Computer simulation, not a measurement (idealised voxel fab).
Proc. module: voxel released beams
cross-section cut | 210 nm wide | cells 5 nm
Bands, listed from the top down, are how a cross-section gets written in this document; the cross-section itself is a grid of square cells, and a band is one or more rows of them. First you get the band's top height and its bottom height, in nm, and then the materials it's made of, left to right, with each width in nm. If you see a single material with "all across", that one covers the band edge to edge. "air" is empty space. Heights are reckoned from 0. Under this level, the received wafer is all of one material. The bottommost band is open-ended downward, for example "z 0 and below". Graded width ("30..40"): value in top row of band = first number; value in bottom row = second number; row-to-row change constant. A step reported as "nothing changed" is a step in which no cell of the cross-section changed. In the "Enclosed cavity list" entry, you get each enclosed empty space of 8 cells or more, one with no open way to the top, written width x height at distance, distance from the left edge, in nm. Where a step's line continues beyond its settings, the continuation is a remark by the simulator itself on that step. If you see "overlay nm" on a step's line and that step has a mask, it's telling you how far right of where it was planned the mask ended up; a negative number means it went left instead.

Planned process steps
step 1: RECEIVE: material Si
step 2: CONFORMAL_DEP: material SiN, thk nm 5
step 3: DIRECTIONAL_DEP: material SiO2, thk nm 10
step 4: DIRECTIONAL_DEP: material aC, thk nm 15
step 5: PATTERN: tone open, mask id ANCHOR, material resist, width nm 35, thk nm 35, overlay nm 0
step 6: DIRECTIONAL_ETCH: etch materials aC, depth nm 15
step 7: STRIP: etch materials resist
step 8: DIRECTIONAL_ETCH: etch materials SiO2, depth nm 10
step 9: STRIP: etch materials aC
step 10: CONFORMAL_DEP: material W, thk nm 15
step 11: DIRECTIONAL_DEP: material aC, thk nm 15
step 12: PATTERN: tone cover, mask id BEAM, material resist, width nm 120, thk nm 30, overlay nm 0
step 13: DIRECTIONAL_ETCH: etch materials aC, depth nm 15
step 14: STRIP: etch materials resist
step 15: DIRECTIONAL_ETCH: etch materials W, depth nm 15
step 16: STRIP: etch materials aC
step 17: STRIP: etch materials SiO2

Account of the first of two wafers, which was processed as intended

Shown in cross-section is the wafer as received, that is, as it stands after step 1
  z 0 and below  Si all across
  Enclosed cavity list: none

Wafer xsec, post step 2
  z 5 to 0  SiN all across
  Below 0, no change.

Wafer xsec, post step 3
  z 15 to 5  SiO2 all across
  Below 5, no change.

Wafer xsec, post step 4
  z 30 to 15  aC all across
  Below 15, no change.

Wafer xsec, post step 5
  z 65 to 30  resist 45 nm; air 35 nm; resist 130 nm
  Below 30, no change.

Wafer xsec, post step 6
  z 50 to 30  resist 45 nm; air 35 nm; resist 130 nm
  z 30 to 15  aC 45 nm; air 35 nm; aC 130 nm
  Below 15, no change.

Wafer xsec, post step 7
  z 30 to 15  aC 45 nm; air 35 nm; aC 130 nm
  Below 15, no change.

Wafer xsec, post step 8
  z 30 to 15  aC 45 nm; air 35 nm; aC 130 nm
  z 15 to 5  SiO2 45 nm; air 35 nm; SiO2 130 nm
  Below 5, no change.

Wafer xsec, post step 9
  z 15 to 5  SiO2 45 nm; air 35 nm; SiO2 130 nm
  Below 5, no change.

Wafer xsec, post step 10
  z 30 to 20  W 60 nm; air 5 nm; W 145 nm
  z 20 to 15  W all across
  z 15 to 5  SiO2 45 nm; W 35 nm; SiO2 130 nm
  Below 5, no change.

Wafer xsec, post step 11
  z 45 to 35  aC 60 nm; air 5 nm; aC 145 nm
  z 35 to 30  aC all across
  z 30 to 20  W 60 nm; aC 5 nm; W 145 nm
  Below 20, no change.

Wafer xsec, post step 12
  z 75 to 45  air 40 nm; resist 120 nm; air 50 nm
  z 45 to 35  aC 60 nm; resist 5 nm; aC 145 nm
  Below 35, no change.

Wafer xsec, post step 13
  z 60 to 45  air 40 nm; resist 120 nm; air 50 nm
  z 45 to 35  air 40 nm; aC 20 nm; resist 5 nm; aC 95 nm; air 50 nm
  z 35 to 30  air 40 nm; aC 120 nm; air 50 nm
  Below 30, no change.

Wafer xsec, post step 14
  z 45 to 35  air 40 nm; aC 20 nm; air 5 nm; aC 95 nm; air 50 nm
  Below 35, no change.

Wafer xsec, post step 15
  z 45 to 35  air 40 nm; aC 20 nm; air 5 nm; aC 95 nm; air 50 nm
  z 35 to 30  air 40 nm; aC 120 nm; air 50 nm
  z 30 to 20  air 40 nm; W 20 nm; aC 5 nm; W 95 nm; air 50 nm
  z 20 to 15  air 40 nm; W 120 nm; air 50 nm
  Below 15, no change.

Wafer xsec, post step 16
  z 30 to 20  air 40 nm; W 20 nm; air 5 nm; W 95 nm; air 50 nm
  Below 20, no change.

Wafer xsec, post step 17
  z 30 to 20  air 40 nm; W 20 nm; air 5 nm; W 95 nm; air 50 nm
  z 20 to 15  air 40 nm; W 120 nm; air 50 nm
  z 15 to 5  air 45 nm; W 35 nm; air 130 nm
  Below 5, no change.

Second wafer, same starting state and plan as the first, one mistake in the run, identical through step 11

Second wafer, section view, time point: scheduled end of step 12
  z 75 to 45  air 35 nm; resist 120 nm; air 55 nm
  z 45 to 35  aC 60 nm; resist 5 nm; aC 145 nm
  Below 35, no change.

Second wafer, section view, time point: scheduled end of step 13
  z 60 to 45  air 35 nm; resist 120 nm; air 55 nm
  z 45 to 35  air 35 nm; aC 25 nm; resist 5 nm; aC 90 nm; air 55 nm
  z 35 to 30  air 35 nm; aC 120 nm; air 55 nm
  Below 30, no change.

Second wafer, section view, time point: scheduled end of step 14
  z 45 to 35  air 35 nm; aC 25 nm; air 5 nm; aC 90 nm; air 55 nm
  Below 35, no change.

Second wafer, section view, time point: scheduled end of step 15
  z 45 to 35  air 35 nm; aC 25 nm; air 5 nm; aC 90 nm; air 55 nm
  z 35 to 30  air 35 nm; aC 120 nm; air 55 nm
  z 30 to 20  air 35 nm; W 25 nm; aC 5 nm; W 90 nm; air 55 nm
  z 20 to 15  air 35 nm; W 120 nm; air 55 nm
  Below 15, no change.

Second wafer, section view, time point: scheduled end of step 16
  z 30 to 20  air 35 nm; W 25 nm; air 5 nm; W 90 nm; air 55 nm
  Below 20, no change.

Second wafer, section view, time point: scheduled end of step 17
  z 30 to 20  air 35 nm; W 25 nm; air 5 nm; W 90 nm; air 55 nm
  z 20 to 15  air 35 nm; W 120 nm; air 55 nm
  z 15 to 5  air 45 nm; W 35 nm; air 130 nm
  Below 5, no change.
It is concluded that the wafer was processed incorrectly with respect to the plan, in that step 12, actual vs plan mismatch, actual run PATTERN: tone cover, mask id BEAM, material resist, width nm 120, thk nm 30, overlay nm -5
At the end, the second wafer has the same number of cells of each material as the first, but those cells sit in other places.
